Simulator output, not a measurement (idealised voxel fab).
Documented hereafter: the process module known as voxel capacitor over wiring.
Shown is cross-section cut, with a width of 155 nm and square cells of size 5 nm.
Square cells in a grid make up a cross-section in this document, and the grid is given as bands, listed from the top down, each one or more rows of cells.
Band: top and bottom heights (nm) first, top before bottom; then materials from left to right, widths in nm. "all across" marks a sole material filling the band edge to edge. "empty" denotes empty space.
We count height from 0. Below that, the starting wafer is all one material. The lowest band never ends at the bottom but goes on down; see "top 0, no bottom" for how that is written.
Graded width ("30..40"): value in top row of band = first number; value in bottom row = second number; row-to-row change constant.
"no modification" (step): cross-section cells unchanged, all of them.
Voids not open to the top, 8 cells minimum: see "Sealed void listing". Written width x height at distance; distance is from the left edge; nm.
Formally, on a step line, whatever follows the settings is a remark that the simulator itself makes on the step.
What "overlay nm" on a step's line means: if the step has a mask, that mask lay this far to the right of its planned place, or, when the value is negative, to the left.
**The following list gives the planned process steps**
1) RECEIVE: material Si
2) CONFORMAL_DEP: material SiO2, thk nm 15
3) CONFORMAL_DEP: material SiCN, thk nm 5
4) DIRECTIONAL_DEP: material lowk, thk nm 25
5) DIRECTIONAL_DEP: material aC, thk nm 10
6) PATTERN: tone open, mask id METAL_1, material resist, width nm 20, pitch nm 85, thk nm 30, overlay nm 0
7) DIRECTIONAL_ETCH: etch materials aC, depth nm 10
8) STRIP: etch materials resist
9) DIRECTIONAL_ETCH: etch materials lowk, depth nm 25
10) DIRECTIONAL_ETCH: etch materials SiCN, depth nm 5
11) STRIP: etch materials aC
12) CONFORMAL_DEP: material TiN, thk nm 5
13) FILL_DEP: material Cu, thk nm 5
14) CMP: height nm 45
15) CONFORMAL_DEP: material SiCN, thk nm 5
16) DIRECTIONAL_DEP: material lowk, thk nm 15
17) DIRECTIONAL_DEP: material aC, thk nm 10
18) PATTERN: tone open, mask id PLUG_1, material resist, width nm 15, thk nm 25, overlay nm 0
19) DIRECTIONAL_ETCH: etch materials aC, depth nm 10
20) STRIP: etch materials resist
21) DIRECTIONAL_ETCH: etch materials lowk, depth nm 15
22) DIRECTIONAL_ETCH: etch materials SiCN, depth nm 5
23) STRIP: etch materials aC
24) EPI: material Ru, thk nm 10
25) EPI: material Ru, thk nm 10
26) DIRECTIONAL_DEP: material TiN, thk nm 5
27) DIRECTIONAL_DEP: material HfO2, thk nm 5
28) DIRECTIONAL_DEP: material TiN, thk nm 10
29) MASKED_ETCH: tone cover, mask id UPPER_PLATE, width nm 70, etch materials TiN, depth nm 10, overlay nm 0
30) MASKED_ETCH: tone cover, mask id UPPER_PLATE, width nm 70, etch materials HfO2, depth nm 5, overlay nm 0
31) PATTERN: tone cover, mask id LOWER_PLATE, material resist, width nm 80, thk nm 15, overlay nm 0
32) DIRECTIONAL_ETCH: etch materials TiN, depth nm 5
33) STRIP: etch materials resist
34) FILL_DEP: material SiO2, thk nm 15
35) CMP: height nm 95
36) DIRECTIONAL_DEP: material aC, thk nm 10
37) PATTERN: tone open, mask id PLUG_2, material resist, width nm 15, thk nm 30, overlay nm 0
38) DIRECTIONAL_ETCH: etch materials aC, depth nm 10
39) STRIP: etch materials resist
40) DIRECTIONAL_ETCH: etch materials SiO2, depth nm 10
41) STRIP: etch materials aC
42) CONFORMAL_DEP: material TiN, thk nm 5
43) FILL_DEP: material W, thk nm 10
44) CMP: height nm 95
45) CONFORMAL_DEP: material SiCN, thk nm 5
**First wafer, two in total, run as planned**
**As-received wafer cross-section (after step 1)**
  top 0, no bottom  Si all across
  Sealed void listing: none
**Cross-section through the wafer, step 2 finished**
  top 15, bottom 0  SiO2 all across
  Lower than 0, everything is as it was.
**Cross-section through the wafer, step 3 finished**
  top 20, bottom 15  SiCN all across
  Lower than 15, everything is as it was.
**Cross-section through the wafer, step 4 finished**
  top 45, bottom 20  lowk all across
  Lower than 20, everything is as it was.
**Cross-section through the wafer, step 5 finished**
  top 55, bottom 45  aC all across
  Lower than 45, everything is as it was.
**Cross-section through the wafer, step 6 finished**
  top 85, bottom 55  resist: 25 | empty: 20 | resist: 65 | empty: 20 | resist: 25
  Lower than 55, everything is as it was.
**Cross-section through the wafer, step 7 finished**
  top 75, bottom 55  resist: 25 | empty: 20 | resist: 65 | empty: 20 | resist: 25
  top 55, bottom 45  aC: 25 | empty: 20 | aC: 65 | empty: 20 | aC: 25
  Lower than 45, everything is as it was.
**Cross-section through the wafer, step 8 finished**
  top 55, bottom 45  aC: 25 | empty: 20 | aC: 65 | empty: 20 | aC: 25
  Lower than 45, everything is as it was.
**Cross-section through the wafer, step 9 finished**
  top 55, bottom 45  aC: 25 | empty: 20 | aC: 65 | empty: 20 | aC: 25
  top 45, bottom 20  lowk: 25 | empty: 20 | lowk: 65 | empty: 20 | lowk: 25
  Lower than 20, everything is as it was.
**Cross-section through the wafer, step 10 finished**
  top 55, bottom 45  aC: 25 | empty: 20 | aC: 65 | empty: 20 | aC: 25
  top 45, bottom 20  lowk: 25 | empty: 20 | lowk: 65 | empty: 20 | lowk: 25
  top 20, bottom 15  SiCN: 25 | empty: 20 | SiCN: 65 | empty: 20 | SiCN: 25
  Lower than 15, everything is as it was.
**Cross-section through the wafer, step 11 finished**
  top 45, bottom 20  lowk: 25 | empty: 20 | lowk: 65 | empty: 20 | lowk: 25
  Lower than 20, everything is as it was.
**Cross-section through the wafer, step 12 finished**
  top 50, bottom 45  TiN: 30 | empty: 10 | TiN: 75 | empty: 10 | TiN: 30
  top 45, bottom 20  lowk: 25 | TiN: 5 | empty: 10 | TiN: 5 | lowk: 65 | TiN: 5 | empty: 10 | TiN: 5 | lowk: 25
  top 20, bottom 15  SiCN: 25 | TiN: 20 | SiCN: 65 | TiN: 20 | SiCN: 25
  Lower than 15, everything is as it was.
**Cross-section through the wafer, step 13 finished**
  top 55, bottom 50  Cu all across
  top 50, bottom 45  TiN: 30 | Cu: 10 | TiN: 75 | Cu: 10 | TiN: 30
  top 45, bottom 20  lowk: 25 | TiN: 5 | Cu: 10 | TiN: 5 | lowk: 65 | TiN: 5 | Cu: 10 | TiN: 5 | lowk: 25
  Lower than 20, everything is as it was.
**Cross-section through the wafer, step 14 finished**
  top 45, bottom 20  lowk: 25 | TiN: 5 | Cu: 10 | TiN: 5 | lowk: 65 | TiN: 5 | Cu: 10 | TiN: 5 | lowk: 25
  Lower than 20, everything is as it was.
**Cross-section through the wafer, step 15 finished**
  top 50, bottom 45  SiCN all across
  Lower than 45, everything is as it was.
**Cross-section through the wafer, step 16 finished**
  top 65, bottom 50  lowk all across
  Lower than 50, everything is as it was.
**Cross-section through the wafer, step 17 finished**
  top 75, bottom 65  aC all across
  Lower than 65, everything is as it was.
**Cross-section through the wafer, step 18 finished**
  top 100, bottom 75  resist: 30 | empty: 15 | resist: 110
  Lower than 75, everything is as it was.
**Cross-section through the wafer, step 19 finished**
  top 90, bottom 75  resist: 30 | empty: 15 | resist: 110
  top 75, bottom 65  aC: 30 | empty: 15 | aC: 110
  Lower than 65, everything is as it was.
**Cross-section through the wafer, step 20 finished**
  top 75, bottom 65  aC: 30 | empty: 15 | aC: 110
  Lower than 65, everything is as it was.
**Cross-section through the wafer, step 21 finished**
  top 75, bottom 65  aC: 30 | empty: 15 | aC: 110
  top 65, bottom 50  lowk: 30 | empty: 15 | lowk: 110
  Lower than 50, everything is as it was.
**Cross-section through the wafer, step 22 finished**
  top 75, bottom 65  aC: 30 | empty: 15 | aC: 110
  top 65, bottom 50  lowk: 30 | empty: 15 | lowk: 110
  top 50, bottom 45  SiCN: 30 | empty: 15 | SiCN: 110
  Lower than 45, everything is as it was.
**Cross-section through the wafer, step 23 finished**
  top 65, bottom 50  lowk: 30 | empty: 15 | lowk: 110
  Lower than 50, everything is as it was.
**Cross-section through the wafer, step 24 finished**
  top 65, bottom 55  lowk: 30 | empty: 15 | lowk: 110
  top 55, bottom 50  lowk: 30 | Ru: 15 | lowk: 110
  top 50, bottom 45  SiCN: 30 | Ru: 15 | SiCN: 110
  Lower than 45, everything is as it was.
**Cross-section through the wafer, step 25 finished**
  top 65, bottom 50  lowk: 30 | Ru: 15 | lowk: 110
  Lower than 50, everything is as it was.
**Cross-section through the wafer, step 26 finished**
  top 70, bottom 65  TiN all across
  Lower than 65, everything is as it was.
**Cross-section through the wafer, step 27 finished**
  top 75, bottom 70  HfO2 all across
  Lower than 70, everything is as it was.
**Cross-section through the wafer, step 28 finished**
  top 85, bottom 75  TiN all across
  Lower than 75, everything is as it was.
**Cross-section through the wafer, step 29 finished**
  top 85, bottom 75  empty: 30 | TiN: 70 | empty: 55
  Lower than 75, everything is as it was.
**Cross-section through the wafer, step 30 finished**
  top 85, bottom 75  empty: 30 | TiN: 70 | empty: 55
  top 75, bottom 70  empty: 30 | HfO2: 70 | empty: 55
  Lower than 70, everything is as it was.
**Cross-section through the wafer, step 31 finished**
  top 100, bottom 85  empty: 25 | resist: 80 | empty: 50
  top 85, bottom 75  empty: 25 | resist: 5 | TiN: 70 | resist: 5 | empty: 50
  top 75, bottom 70  empty: 25 | resist: 5 | HfO2: 70 | resist: 5 | empty: 50
  Lower than 70, everything is as it was.
**Cross-section through the wafer, step 32 finished**
  top 100, bottom 85  empty: 25 | resist: 80 | empty: 50
  top 85, bottom 75  empty: 25 | resist: 5 | TiN: 70 | resist: 5 | empty: 50
  top 75, bottom 70  empty: 25 | resist: 5 | HfO2: 70 | resist: 5 | empty: 50
  top 70, bottom 65  empty: 25 | TiN: 80 | empty: 50
  Lower than 65, everything is as it was.
**Cross-section through the wafer, step 33 finished**
  top 85, bottom 75  empty: 30 | TiN: 70 | empty: 55
  top 75, bottom 70  empty: 30 | HfO2: 70 | empty: 55
  Lower than 70, everything is as it was.
**Cross-section through the wafer, step 34 finished**
  top 100, bottom 85  SiO2 all across
  top 85, bottom 75  SiO2: 30 | TiN: 70 | SiO2: 55
  top 75, bottom 70  SiO2: 30 | HfO2: 70 | SiO2: 55
  top 70, bottom 65  SiO2: 25 | TiN: 80 | SiO2: 50
  Lower than 65, everything is as it was.
**Cross-section through the wafer, step 35 finished**
  top 95, bottom 85  SiO2 all across
  Lower than 85, everything is as it was.
**Cross-section through the wafer, step 36 finished**
  top 105, bottom 95  aC all across
  Lower than 95, everything is as it was.
**Cross-section through the wafer, step 37 finished**
  top 135, bottom 105  resist: 40 | empty: 15 | resist: 100
  Lower than 105, everything is as it was.
**Cross-section through the wafer, step 38 finished**
  top 125, bottom 105  resist: 40 | empty: 15 | resist: 100
  top 105, bottom 95  aC: 40 | empty: 15 | aC: 100
  Lower than 95, everything is as it was.
**Cross-section through the wafer, step 39 finished**
  top 105, bottom 95  aC: 40 | empty: 15 | aC: 100
  Lower than 95, everything is as it was.
**Cross-section through the wafer, step 40 finished**
  top 105, bottom 95  aC: 40 | empty: 15 | aC: 100
  top 95, bottom 85  SiO2: 40 | empty: 15 | SiO2: 100
  Lower than 85, everything is as it was.
**Cross-section through the wafer, step 41 finished**
  top 95, bottom 85  SiO2: 40 | empty: 15 | SiO2: 100
  Lower than 85, everything is as it was.
**Cross-section through the wafer, step 42 finished**
  top 100, bottom 95  TiN: 45 | empty: 5 | TiN: 105
  top 95, bottom 90  SiO2: 40 | TiN: 5 | empty: 5 | TiN: 5 | SiO2: 100
  top 90, bottom 85  SiO2: 40 | TiN: 15 | SiO2: 100
  Lower than 85, everything is as it was.
**Cross-section through the wafer, step 43 finished**
  top 110, bottom 100  W all across
  top 100, bottom 95  TiN: 45 | W: 5 | TiN: 105
  top 95, bottom 90  SiO2: 40 | TiN: 5 | W: 5 | TiN: 5 | SiO2: 100
  Lower than 90, everything is as it was.
**Cross-section through the wafer, step 44 finished**
  top 95, bottom 90  SiO2: 40 | TiN: 5 | W: 5 | TiN: 5 | SiO2: 100
  Lower than 90, everything is as it was.
**Cross-section through the wafer, step 45 finished**
  top 100, bottom 95  SiCN all across
  Lower than 95, everything is as it was.
**Wafer two. Identical start, identical plan. One mistake in execution. Identical history through step 29**
**Cross-section: second wafer, time at which step 30 was scheduled to end**
  top 85, bottom 75  empty: 30 | TiN: 70 | empty: 55
  top 75, bottom 70  empty: 20 | HfO2: 80 | empty: 55
  Lower than 70, everything is as it was.
**Cross-section: second wafer, time at which step 31 was scheduled to end**
  top 100, bottom 85  empty: 25 | resist: 80 | empty: 50
  top 85, bottom 75  empty: 25 | resist: 5 | TiN: 70 | resist: 5 | empty: 50
  top 75, bottom 70  empty: 20 | HfO2: 80 | resist: 5 | empty: 50
  Lower than 70, everything is as it was.
**Cross-section: second wafer, time at which step 32 was scheduled to end**
  top 100, bottom 85  empty: 25 | resist: 80 | empty: 50
  top 85, bottom 75  empty: 25 | resist: 5 | TiN: 70 | resist: 5 | empty: 50
  top 75, bottom 70  empty: 20 | HfO2: 80 | resist: 5 | empty: 50
  top 70, bottom 65  empty: 20 | TiN: 85 | empty: 50
  Lower than 65, everything is as it was.
**Cross-section: second wafer, time at which step 33 was scheduled to end**
  top 85, bottom 75  empty: 30 | TiN: 70 | empty: 55
  top 75, bottom 70  empty: 20 | HfO2: 80 | empty: 55
  Lower than 70, everything is as it was.
**Cross-section: second wafer, time at which step 34 was scheduled to end**
  top 100, bottom 85  SiO2 all across
  top 85, bottom 75  SiO2: 30 | TiN: 70 | SiO2: 55
  top 75, bottom 70  SiO2: 20 | HfO2: 80 | SiO2: 55
  top 70, bottom 65  SiO2: 20 | TiN: 85 | SiO2: 50
  Lower than 65, everything is as it was.
**Cross-section: second wafer, time at which step 35 was scheduled to end**
  top 95, bottom 85  SiO2 all across
  Lower than 85, everything is as it was.
**Cross-section: second wafer, time at which step 36 was scheduled to end**
  top 105, bottom 95  aC all across
  Lower than 95, everything is as it was.
**Cross-section: second wafer, time at which step 37 was scheduled to end**
  top 135, bottom 105  resist: 40 | empty: 15 | resist: 100
  Lower than 105, everything is as it was.
**Cross-section: second wafer, time at which step 38 was scheduled to end**
  top 125, bottom 105  resist: 40 | empty: 15 | resist: 100
  top 105, bottom 95  aC: 40 | empty: 15 | aC: 100
  Lower than 95, everything is as it was.
**Cross-section: second wafer, time at which step 39 was scheduled to end**
  top 105, bottom 95  aC: 40 | empty: 15 | aC: 100
  Lower than 95, everything is as it was.
**Cross-section: second wafer, time at which step 40 was scheduled to end**
  top 105, bottom 95  aC: 40 | empty: 15 | aC: 100
  top 95, bottom 85  SiO2: 40 | empty: 15 | SiO2: 100
  Lower than 85, everything is as it was.
**Cross-section: second wafer, time at which step 41 was scheduled to end**
  top 95, bottom 85  SiO2: 40 | empty: 15 | SiO2: 100
  Lower than 85, everything is as it was.
**Cross-section: second wafer, time at which step 42 was scheduled to end**
  top 100, bottom 95  TiN: 45 | empty: 5 | TiN: 105
  top 95, bottom 90  SiO2: 40 | TiN: 5 | empty: 5 | TiN: 5 | SiO2: 100
  top 90, bottom 85  SiO2: 40 | TiN: 15 | SiO2: 100
  Lower than 85, everything is as it was.
**Cross-section: second wafer, time at which step 43 was scheduled to end**
  top 110, bottom 100  W all across
  top 100, bottom 95  TiN: 45 | W: 5 | TiN: 105
  top 95, bottom 90  SiO2: 40 | TiN: 5 | W: 5 | TiN: 5 | SiO2: 100
  Lower than 90, everything is as it was.
**Cross-section: second wafer, time at which step 44 was scheduled to end**
  top 95, bottom 90  SiO2: 40 | TiN: 5 | W: 5 | TiN: 5 | SiO2: 100
  Lower than 90, everything is as it was.
**Cross-section: second wafer, time at which step 45 was scheduled to end**
  top 100, bottom 95  SiCN all across
  Lower than 95, everything is as it was.
Nonconformance to the process plan: step 30 was processed under conditions differing from the plan, specifically as MASKED_ETCH: tone cover, mask id UPPER_PLATE, width nm 70, etch materials HfO2, depth nm 5, overlay nm -10
Heads up, by the end the second wafer has more or fewer cells of some materials compared to the first: HfO2 +2, SiO2 -3, TiN +1
